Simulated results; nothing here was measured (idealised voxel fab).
Herein follows the process module entitled voxel transistor to metal.
In the cross-section labelled cut, the width is 285 nm and each square cell is 5 nm.
When this document writes out a cross-section, it uses a grid of square cells and lists it as bands, beginning at the top and moving down, with a band standing for one or more rows of cells.
Top, bottom (nm), then materials left to right with widths (nm); lone material tagged "everywhere" fills the whole band edge to edge; "blank" = empty space.
Heights are reckoned from 0. Under this level, the received wafer is all of one material. The bottommost band is open-ended downward, for example "z 0 and below".
Width spec "30..40" -> top row of cells at first value, bottom row at second value, equal per-row change in between.
"stayed the same", as given for a step, is the statement that not any cell of the cross-section underwent a change during that step.
"Enclosed cavities" lists enclosed empty spaces (at least 8 cells, no open path upward to the top), each as width x height at distance from the left edge, in nm.
Read whatever lies past the settings on a step's line as the simulator's own remark about the step.
overlay nm: on a step with a mask, how far right of its planned place the mask lay; negative means left.
The steps planned for the process are as follows
step 1: op RECEIVE | material Si
step 2: op CONFORMAL_DEP | material SiO2 | thk nm 5
step 3: op CONFORMAL_DEP | material SiN | thk nm 10
step 4: op MASKED_ETCH | tone cover | mask id ACTIVE | width nm 95 | pitch nm 125 | etch materials SiN | depth nm 10 | overlay nm 0
step 5: op MASKED_ETCH | tone cover | mask id ACTIVE | width nm 95 | pitch nm 125 | etch materials SiO2 | depth nm 5 | overlay nm 0
step 6: op MASKED_ETCH | tone cover | mask id ACTIVE | width nm 95 | pitch nm 125 | etch materials Si | depth nm 35 | overlay nm 0
step 7: op FILL_DEP | material SiO2 | thk nm 10
step 8: op CMP | height nm 15
step 9: op SELECTIVE_ETCH | etch materials SiO2 | depth nm 5
step 10: op STRIP | etch materials SiN
step 11: op SELECTIVE_ETCH | etch materials SiO2 | depth nm 5
step 12: op OXIDIZE | depth nm 5
step 13: op DIRECTIONAL_DEP | material polySi | thk nm 20
step 14: op DIRECTIONAL_DEP | material SiCN | thk nm 10
step 15: op PATTERN | tone cover | mask id GATE | material resist | width nm 25 | pitch nm 125 | thk nm 20 | overlay nm 0
step 16: op DIRECTIONAL_ETCH | etch materials SiCN | depth nm 20
step 17: op DIRECTIONAL_ETCH | etch materials polySi | depth nm 30
step 18: op STRIP | etch materials resist
step 19: op CONFORMAL_DEP | material SiN | thk nm 10
step 20: op DIRECTIONAL_ETCH | etch materials SiN | depth nm 10
step 21: op DIRECTIONAL_ETCH | etch materials SiO2 | depth nm 5
step 22: op DIRECTIONAL_ETCH | etch materials Si | depth nm 5
step 23: op EPI | material SiGe | thk nm 10
step 24: op FILL_DEP | material SiO2 | thk nm 5
step 25: op CMP | height nm 30
step 26: op DIRECTIONAL_DEP | material SiO2 | thk nm 10
step 27: op MASKED_ETCH | tone open | mask id CONTACT | width nm 15 | etch materials SiO2 | depth nm 35 | overlay nm 0
step 28: op CONFORMAL_DEP | material TiN | thk nm 5
step 29: op FILL_DEP | material Ru | thk nm 5
step 30: op CMP | height nm 40
step 31: op DIRECTIONAL_DEP | material TiN | thk nm 5
step 32: op DIRECTIONAL_DEP | material Ru | thk nm 25
step 33: op MASKED_ETCH | tone cover | mask id METAL_1 | width nm 15 | etch materials Ru | depth nm 25 | overlay nm 0
step 34: op MASKED_ETCH | tone cover | mask id METAL_1 | width nm 15 | etch materials TiN | depth nm 5 | overlay nm 0
step 35: op FILL_DEP | material lowk | thk nm 10
step 36: op CMP | height nm 70
step 37: op CONFORMAL_DEP | material SiN | thk nm 5
It is noted that the wafers described herein are identical at the outset and are distinguished by the width nm of step 34; the value stated in the plan corresponds to the first wafer.
Cross-sectional view of the first of several wafers in the as-received condition, corresponding to the state following step 1
z 0 and below = Si everywhere
Enclosed cavities: none
End of the module, past its last step, step 37: how the first of several wafers looks in cross-section
z 75 to 70 = SiN everywhere
z 70 to 45 = lowk 35 nm  Ru 15 nm  lowk 55 nm  Ru 15 nm  lowk 40 nm  Ru 15 nm  lowk 55 nm  Ru 15 nm  lowk 40 nm
z 45 to 40 = lowk 35 nm  TiN 15 nm  lowk 55 nm  TiN 15 nm  lowk 40 nm  TiN 15 nm  lowk 55 nm  TiN 15 nm  lowk 40 nm
z 40 to 30 = SiO2 35 nm  TiN 5 nm  Ru 5 nm  TiN 5 nm  SiO2 55 nm  TiN 5 nm  Ru 5 nm  TiN 5 nm  SiO2 40 nm  TiN 5 nm  Ru 5 nm  TiN 5 nm  SiO2 55 nm  TiN 5 nm  Ru 5 nm  TiN 5 nm  SiO2 40 nm
z 30 to 20 = SiO2 35 nm  TiN 5 nm  Ru 5 nm  TiN 5 nm  SiO2 5 nm  SiN 10 nm  SiCN 25 nm  SiN 10 nm  SiO2 5 nm  TiN 5 nm  Ru 5 nm  TiN 5 nm  SiO2 40 nm  TiN 5 nm  Ru 5 nm  TiN 5 nm  SiO2 5 nm  SiN 10 nm  SiCN 25 nm  SiN 10 nm  SiO2 5 nm  TiN 5 nm  Ru 5 nm  TiN 5 nm  SiO2 40 nm
z 20 to 10 = SiO2 35 nm  TiN 5 nm  Ru 5 nm  TiN 5 nm  SiO2 5 nm  SiN 10 nm  polySi 25 nm  SiN 10 nm  SiO2 5 nm  TiN 5 nm  Ru 5 nm  TiN 5 nm  SiO2 40 nm  TiN 5 nm  Ru 5 nm  TiN 5 nm  SiO2 5 nm  SiN 10 nm  polySi 25 nm  SiN 10 nm  SiO2 5 nm  TiN 5 nm  Ru 5 nm  TiN 5 nm  SiO2 40 nm
z 10 to 5 = SiO2 35 nm  TiN 15 nm  SiO2 5 nm  SiN 10 nm  polySi 25 nm  SiN 10 nm  SiO2 5 nm  TiN 15 nm  SiO2 40 nm  TiN 15 nm  SiO2 5 nm  SiN 10 nm  polySi 25 nm  SiN 10 nm  SiO2 5 nm  TiN 15 nm  SiO2 40 nm
z 5 to 0 = SiO2 25 nm  SiN 10 nm  SiGe 20 nm  SiN 10 nm  polySi 25 nm  SiN 10 nm  SiGe 20 nm  SiN 10 nm  SiO2 20 nm  SiN 10 nm  SiGe 20 nm  SiN 10 nm  polySi 25 nm  SiN 10 nm  SiGe 20 nm  SiN 10 nm  SiO2 30 nm
z 0 to -5 = SiO2 35 nm  SiGe 20 nm  SiO2 45 nm  SiGe 20 nm  SiO2 40 nm  SiGe 20 nm  SiO2 45 nm  SiGe 20 nm  SiO2 40 nm
z -5 to -10 = SiO2 30 nm  Si 5 nm  SiGe 20 nm  Si 45 nm  SiGe 20 nm  Si 5 nm  SiO2 30 nm  Si 5 nm  SiGe 20 nm  Si 45 nm  SiGe 20 nm  Si 5 nm  SiO2 35 nm
z -10 to -35 = SiO2 30 nm  Si 95 nm  SiO2 30 nm  Si 95 nm  SiO2 35 nm
z -35 and below = Si everywhere
Enclosed cavities: none
Cross-section, last wafer, module completion
z 75 to 70 = SiN everywhere
z 70 to 45 = lowk 35 nm  Ru 15 nm  lowk 55 nm  Ru 15 nm  lowk 40 nm  Ru 15 nm  lowk 55 nm  Ru 15 nm  lowk 40 nm
z 45 to 40 = lowk 30 nm  TiN 30 nm  lowk 40 nm  TiN 30 nm  lowk 25 nm  TiN 30 nm  lowk 40 nm  TiN 30 nm  lowk 30 nm
z 40 to 30 = SiO2 35 nm  TiN 5 nm  Ru 5 nm  TiN 5 nm  SiO2 55 nm  TiN 5 nm  Ru 5 nm  TiN 5 nm  SiO2 40 nm  TiN 5 nm  Ru 5 nm  TiN 5 nm  SiO2 55 nm  TiN 5 nm  Ru 5 nm  TiN 5 nm  SiO2 40 nm
z 30 to 20 = SiO2 35 nm  TiN 5 nm  Ru 5 nm  TiN 5 nm  SiO2 5 nm  SiN 10 nm  SiCN 25 nm  SiN 10 nm  SiO2 5 nm  TiN 5 nm  Ru 5 nm  TiN 5 nm  SiO2 40 nm  TiN 5 nm  Ru 5 nm  TiN 5 nm  SiO2 5 nm  SiN 10 nm  SiCN 25 nm  SiN 10 nm  SiO2 5 nm  TiN 5 nm  Ru 5 nm  TiN 5 nm  SiO2 40 nm
z 20 to 10 = SiO2 35 nm  TiN 5 nm  Ru 5 nm  TiN 5 nm  SiO2 5 nm  SiN 10 nm  polySi 25 nm  SiN 10 nm  SiO2 5 nm  TiN 5 nm  Ru 5 nm  TiN 5 nm  SiO2 40 nm  TiN 5 nm  Ru 5 nm  TiN 5 nm  SiO2 5 nm  SiN 10 nm  polySi 25 nm  SiN 10 nm  SiO2 5 nm  TiN 5 nm  Ru 5 nm  TiN 5 nm  SiO2 40 nm
z 10 to 5 = SiO2 35 nm  TiN 15 nm  SiO2 5 nm  SiN 10 nm  polySi 25 nm  SiN 10 nm  SiO2 5 nm  TiN 15 nm  SiO2 40 nm  TiN 15 nm  SiO2 5 nm  SiN 10 nm  polySi 25 nm  SiN 10 nm  SiO2 5 nm  TiN 15 nm  SiO2 40 nm
z 5 to 0 = SiO2 25 nm  SiN 10 nm  SiGe 20 nm  SiN 10 nm  polySi 25 nm  SiN 10 nm  SiGe 20 nm  SiN 10 nm  SiO2 20 nm  SiN 10 nm  SiGe 20 nm  SiN 10 nm  polySi 25 nm  SiN 10 nm  SiGe 20 nm  SiN 10 nm  SiO2 30 nm
z 0 to -5 = SiO2 35 nm  SiGe 20 nm  SiO2 45 nm  SiGe 20 nm  SiO2 40 nm  SiGe 20 nm  SiO2 45 nm  SiGe 20 nm  SiO2 40 nm
z -5 to -10 = SiO2 30 nm  Si 5 nm  SiGe 20 nm  Si 45 nm  SiGe 20 nm  Si 5 nm  SiO2 30 nm  Si 5 nm  SiGe 20 nm  Si 45 nm  SiGe 20 nm  Si 5 nm  SiO2 35 nm
z -10 to -35 = SiO2 30 nm  Si 95 nm  SiO2 30 nm  Si 95 nm  SiO2 35 nm
z -35 and below = Si everywhere
Enclosed cavities: none
What follows is a table in which each wafer occupies a row; for the wafer as it stands at the close of the module, the row states, material by material, how many cells have been gained (+) or lost (-) since receipt, and then gives its closed voids
width nm 15; +84 Ru; -187 Si; +20 SiCN; +48 SiGe; +113 SiN; +395 SiO2; +72 TiN; +270 lowk; +40 polySi; Enclosed cavities: none
width nm 20; +84 Ru; -187 Si; +20 SiCN; +48 SiGe; +113 SiN; +395 SiO2; +76 TiN; +266 lowk; +40 polySi; Enclosed cavities: none
width nm 25; +84 Ru; -187 Si; +20 SiCN; +48 SiGe; +113 SiN; +395 SiO2; +80 TiN; +262 lowk; +40 polySi; Enclosed cavities: none
width nm 30; +84 Ru; -187 Si; +20 SiCN; +48 SiGe; +113 SiN; +395 SiO2; +84 TiN; +258 lowk; +40 polySi; Enclosed cavities: none
